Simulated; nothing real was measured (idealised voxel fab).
process module | voxel fin reveal
cross-section cut | 175 nm wide | cells 5 nm
A cross-section is a grid of square cells, given in bands from the top down. A band is one or more rows of cells.
Each band's line starts with the height of the band's top and of its bottom, in nm. Then come its materials from left to right, each with its width in nm. One material with "throughout" fills the band from edge to edge. "air" is empty space.
Height 0 is the level under which the wafer as received is all one material. The lowest band goes on downwards, as in "0 down".
A width such as "30 to 40" changes by the same amount from each row of cells to the next, from the band's top row to its bottom row.
"no change" after a step means that no cell of the cross-section changed.
closed voids: empty space of 8 cells or more with no open way to the top, each as width x height at its distance from the left edge, in nm
after a step's settings: what the simulator itself notes on the step
overlay nm, on a step with a mask: how far to the right of its planned place the mask lay; to the left if negative
plan
1 op RECEIVE | material Si
2 op CONFORMAL_DEP | material SiN | thk nm 5
3 op MASKED_ETCH | tone cover | mask id FINS | width nm 15 | pitch nm 40 | etch materials SiN | depth nm 5 | overlay nm 0
4 op MASKED_ETCH | tone cover | mask id FINS | width nm 15 | pitch nm 40 | etch materials Si | depth nm 30 | overlay nm 0
5 op FILL_DEP | material SiO2 | thk nm 10
6 op CMP | height nm 5
7 op SELECTIVE_ETCH | etch materials SiO2 | depth nm 25
8 op STRIP | etch materials SiN
as received, after step 1
  0 down: Si throughout
  closed voids: none
a wafer at the end: this start, this plan, one mistake
  0 to -20: air 40 | Si 15 | air 25 | Si 15 | air 25 | Si 15 | air 40
  -20 to -60: SiO2 40 | Si 15 | SiO2 25 | Si 15 | SiO2 25 | Si 15 | SiO2 40
  -60 down: Si throughout
  closed voids: none
what went wrong: step 4 was run twice
